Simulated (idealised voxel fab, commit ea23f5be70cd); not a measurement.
The process module that follows is named voxel tone inversion.
Displayed cross-section: cut, width of 165 nm, square cells sized 5 nm.
Cross-section layout: square cells on a grid; listed as bands, top to bottom; a band spans one or more cell rows. Top, bottom (nm), then materials left to right with widths (nm); lone material tagged "everywhere" fills the whole band edge to edge; "blank" = empty space. Below 0: as-received wafer, all one material; heights counted from there. Lowest band: no bottom, goes on down, written "0 -> down". Think of "30 to 40" as a width that walks from the first number to the second as you go down the band, top row to bottom row, taking equal-sized steps from row to row. "nothing altered" means the step left every cell of the cross-section as it was. Closed empty spaces: empty space of 8 cells or more with no open way to the top, each as width x height at its distance from the left edge, in nm. Past the settings on a step's line: simulator remark, on that step. Regarding "overlay nm": on a step with a mask, it is the distance the mask lay to the right of its planned place; a negative value places it to the left.
### This section lists the process steps that were planned
1) RECEIVE,material Si
2) CONFORMAL_DEP,material SiN,thk nm 5
3) DIRECTIONAL_DEP,material aC,thk nm 20
4) PATTERN,tone cover,mask id POSTS,material resist,width nm 15,pitch nm 30,thk nm 30,overlay nm 0
5) DIRECTIONAL_ETCH,etch materials aC,depth nm 20
6) STRIP,etch materials resist
7) FILL_DEP,material lowk,thk nm 5
8) CMP,height nm 25
9) STRIP,etch materials aC
### First of two wafers, processed according to plan
### Step 1 complete: cross-section of the wafer as received
  0 -> down  Si everywhere
  Closed empty spaces: none
### Cross-sectional representation of the wafer at the conclusion of step 2
  5 -> 0  SiN everywhere
  For the remainder of the cross-section, below 0, there is no change.
### Cross-sectional representation of the wafer at the conclusion of step 3
  25 -> 5  aC everywhere
  For the remainder of the cross-section, below 5, there is no change.
### Cross-sectional representation of the wafer at the conclusion of step 4
  55 -> 25  blank 30 / resist 15 / blank 15 / resist 15 / blank 15 / resist 15 / blank 15 / resist 15 / blank 30
  For the remainder of the cross-section, below 25, there is no change.
### Cross-sectional representation of the wafer at the conclusion of step 5
  35 -> 25  blank 30 / resist 15 / blank 15 / resist 15 / blank 15 / resist 15 / blank 15 / resist 15 / blank 30
  25 -> 5  blank 30 / aC 15 / blank 15 / aC 15 / blank 15 / aC 15 / blank 15 / aC 15 / blank 30
  For the remainder of the cross-section, below 5, there is no change.
### Cross-sectional representation of the wafer at the conclusion of step 6
  25 -> 5  blank 30 / aC 15 / blank 15 / aC 15 / blank 15 / aC 15 / blank 15 / aC 15 / blank 30
  For the remainder of the cross-section, below 5, there is no change.
### Cross-sectional representation of the wafer at the conclusion of step 7
  30 -> 25  lowk everywhere
  25 -> 5  lowk 30 / aC 15 / lowk 15 / aC 15 / lowk 15 / aC 15 / lowk 15 / aC 15 / lowk 30
  For the remainder of the cross-section, below 5, there is no change.
### Cross-sectional representation of the wafer at the conclusion of step 8
  25 -> 5  lowk 30 / aC 15 / lowk 15 / aC 15 / lowk 15 / aC 15 / lowk 15 / aC 15 / lowk 30
  For the remainder of the cross-section, below 5, there is no change.
### Cross-sectional representation of the wafer at the conclusion of step 9
  25 -> 5  lowk 30 / blank 15 / lowk 15 / blank 15 / lowk 15 / blank 15 / lowk 15 / blank 15 / lowk 30
  For the remainder of the cross-section, below 5, there is no change.
### Here the second wafer is described. Its start and its plan were those of the first wafer. Its run contained one mistake. Up to and including step 7, it did exactly what the first wafer did
### Second wafer shown in cross-section at the time step 8 was slated to end
  15 -> 5  lowk 30 / aC 15 / lowk 15 / aC 15 / lowk 15 / aC 15 / lowk 15 / aC 15 / lowk 30
  For the remainder of the cross-section, below 5, there is no change.
### Second wafer shown in cross-section at the time step 9 was slated to end
  15 -> 5  lowk 30 / blank 15 / lowk 15 / blank 15 / lowk 15 / blank 15 / lowk 15 / blank 15 / lowk 30
  For the remainder of the cross-section, below 5, there is no change.
Want to know what went wrong? rather than as planned, step 8 actually ran as CMP,height nm 15
End of process, cell counts, second wafer against first, materials with more or fewer: lowk: 42 fewer
